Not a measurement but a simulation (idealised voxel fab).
Process module, titled voxel ribs on slabs
FYI the section here is cut, 170 nm wide, cells are 5 nm squares.
This document writes a cross-section as a grid whose cells are square, and gives it as bands, listed from the top down; one or more rows of cells form a band. Band entry format. Leading values: height of top, height of bottom, nm. Remainder: materials in left-to-right order, each with its width in nm. Special words: "everywhere" on a single material, which then fills the band edge to edge; "air", empty space. It should be noted that heights are counted from 0, beneath which the wafer as supplied is of one material throughout, and that the lowest band possesses no lower boundary but continues downward, as written in "z 0 and below". Think of "30->40" as a width that walks from the first number to the second as you go down the band, top row to bottom row, taking equal-sized steps from row to row. When a step is marked "no change occurred", none of the cells in the cross-section changed during that step. Enclosed void inventory: empty space of 8 cells or more with no open way to the top, each as width x height at its distance from the left edge, in nm. Read whatever lies past the settings on a step's line as the simulator's own remark about the step. You can add "overlay nm" to a step's line. For a step with a mask, it describes how far the mask lay to the right of its planned position, and a negative number describes a lay to the left.

List of planned process steps
1. op RECEIVE | material Si
2. op DIRECTIONAL_DEP | material SiO2 | thk nm 30
3. op DIRECTIONAL_DEP | material SiN | thk nm 15
4. op PATTERN | tone cover | mask id RIB | material resist | width nm 30 | thk nm 20 | overlay nm 0
5. op DIRECTIONAL_ETCH | etch materials SiN | depth nm 10
6. op STRIP | etch materials resist
7. op DIRECTIONAL_DEP | material aC | thk nm 10
8. op PATTERN | tone cover | mask id SLAB | material resist | width nm 60 | thk nm 25 | overlay nm 0
9. op DIRECTIONAL_ETCH | etch materials aC | depth nm 10
10. op STRIP | etch materials resist
11. op DIRECTIONAL_ETCH | etch materials SiN | depth nm 5
12. op STRIP | etch materials aC
13. op FILL_DEP | material SiO2 | thk nm 30
14. op CMP | height nm 65
15. op DIRECTIONAL_DEP | material W | thk nm 5
16. op PATTERN | tone cover | mask id HEATER | material resist | width nm 40 | thk nm 20 | overlay nm 0
17. op DIRECTIONAL_ETCH | etch materials W | depth nm 5
18. op STRIP | etch materials resist
19. op CONFORMAL_DEP | material SiN | thk nm 10

First wafer, as planned

Cross-section of the wafer at receipt, which is the condition after step 1
> z 0 and below = Si everywhere
> Enclosed void inventory: none

State of the wafer after step 2, shown in cross-section
> z 30 to 0 = SiO2 everywhere
> Below 0, no change.

State of the wafer after step 3, shown in cross-section
> z 45 to 30 = SiN everywhere
> Below 30, no change.

State of the wafer after step 4, shown in cross-section
> z 65 to 45 = air: 70, resist: 30, air: 70
> Below 45, no change.

State of the wafer after step 5, shown in cross-section
> z 65 to 45 = air: 70, resist: 30, air: 70
> z 45 to 35 = air: 70, SiN: 30, air: 70
> Below 35, no change.

State of the wafer after step 6, shown in cross-section
> z 45 to 35 = air: 70, SiN: 30, air: 70
> Below 35, no change.

State of the wafer after step 7, shown in cross-section
> z 55 to 45 = air: 70, aC: 30, air: 70
> z 45 to 35 = aC: 70, SiN: 30, aC: 70
> Below 35, no change.

State of the wafer after step 8, shown in cross-section
> z 80 to 55 = air: 55, resist: 60, air: 55
> z 55 to 45 = air: 55, resist: 15, aC: 30, resist: 15, air: 55
> Below 45, no change.

State of the wafer after step 9, shown in cross-section
> z 70 to 55 = air: 55, resist: 60, air: 55
> z 55 to 45 = air: 55, resist: 15, aC: 30, resist: 15, air: 55
> z 45 to 35 = air: 55, aC: 15, SiN: 30, aC: 15, air: 55
> Below 35, no change.

State of the wafer after step 10, shown in cross-section
> z 55 to 45 = air: 70, aC: 30, air: 70
> Below 45, no change.

State of the wafer after step 11, shown in cross-section
> z 55 to 45 = air: 70, aC: 30, air: 70
> z 45 to 35 = air: 55, aC: 15, SiN: 30, aC: 15, air: 55
> z 35 to 30 = air: 55, SiN: 60, air: 55
> Below 30, no change.

State of the wafer after step 12, shown in cross-section
> z 45 to 35 = air: 70, SiN: 30, air: 70
> Below 35, no change.

State of the wafer after step 13, shown in cross-section
> z 75 to 45 = SiO2 everywhere
> z 45 to 35 = SiO2: 70, SiN: 30, SiO2: 70
> z 35 to 30 = SiO2: 55, SiN: 60, SiO2: 55
> Below 30, no change.

State of the wafer after step 14, shown in cross-section
> z 65 to 45 = SiO2 everywhere
> Below 45, no change.

State of the wafer after step 15, shown in cross-section
> z 70 to 65 = W everywhere
> Below 65, no change.

State of the wafer after step 16, shown in cross-section
> z 90 to 70 = air: 65, resist: 40, air: 65
> Below 70, no change.

State of the wafer after step 17, shown in cross-section
> z 90 to 70 = air: 65, resist: 40, air: 65
> z 70 to 65 = air: 65, W: 40, air: 65
> Below 65, no change.

State of the wafer after step 18, shown in cross-section
> z 70 to 65 = air: 65, W: 40, air: 65
> Below 65, no change.

State of the wafer after step 19, shown in cross-section
> z 80 to 75 = air: 55, SiN: 60, air: 55
> z 75 to 70 = SiN everywhere
> z 70 to 65 = SiN: 65, W: 40, SiN: 65
> Below 65, no change.

The second wafer began exactly as the first did and followed the same plan, but one mistake was made while running it; through step 1 inclusive, the two wafers are identical

Second wafer at the planned finish of step 2, seen in cross-section
> z 15 to 0 = SiN everywhere
> Below 0, no change.

Second wafer at the planned finish of step 3, seen in cross-section
> z 45 to 15 = SiO2 everywhere
> Below 15, no change.

Second wafer at the planned finish of step 4, seen in cross-section
> z 65 to 45 = air: 70, resist: 30, air: 70
> Below 45, no change.

Second wafer at the planned finish of step 5, seen in cross-section: no change occurred

Second wafer at the planned finish of step 6, seen in cross-section
> z 45 to 15 = SiO2 everywhere
> Below 15, no change.

Second wafer at the planned finish of step 7, seen in cross-section
> z 55 to 45 = aC everywhere
> Below 45, no change.

Second wafer at the planned finish of step 8, seen in cross-section
> z 80 to 55 = air: 55, resist: 60, air: 55
> Below 55, no change.

Second wafer at the planned finish of step 9, seen in cross-section
> z 70 to 55 = air: 55, resist: 60, air: 55
> z 55 to 45 = air: 55, aC: 60, air: 55
> Below 45, no change.

Second wafer at the planned finish of step 10, seen in cross-section
> z 55 to 45 = air: 55, aC: 60, air: 55
> Below 45, no change.

Second wafer at the planned finish of step 11, seen in cross-section: no change occurred

Second wafer at the planned finish of step 12, seen in cross-section
> z 45 to 15 = SiO2 everywhere
> Below 15, no change.

Second wafer at the planned finish of step 13, seen in cross-section
> z 75 to 15 = SiO2 everywhere
> Below 15, no change.

Second wafer at the planned finish of step 14, seen in cross-section
> z 65 to 15 = SiO2 everywhere
> Below 15, no change.

Second wafer at the planned finish of step 15, seen in cross-section
> z 70 to 65 = W everywhere
> Below 65, no change.

Second wafer at the planned finish of step 16, seen in cross-section
> z 90 to 70 = air: 65, resist: 40, air: 65
> Below 70, no change.

Second wafer at the planned finish of step 17, seen in cross-section
> z 90 to 70 = air: 65, resist: 40, air: 65
> z 70 to 65 = air: 65, W: 40, air: 65
> Below 65, no change.

Second wafer at the planned finish of step 18, seen in cross-section
> z 70 to 65 = air: 65, W: 40, air: 65
> Below 65, no change.

Second wafer at the planned finish of step 19, seen in cross-section
> z 80 to 75 = air: 55, SiN: 60, air: 55
> z 75 to 70 = SiN everywhere
> z 70 to 65 = SiN: 65, W: 40, SiN: 65
> Below 65, no change.
what went wrong: steps 2 and 3 of the plan were each performed in the slot designated for the other
Heads up, by the end the second wafer has more or fewer cells of some materials compared to the first: SiN +78; SiO2 -78
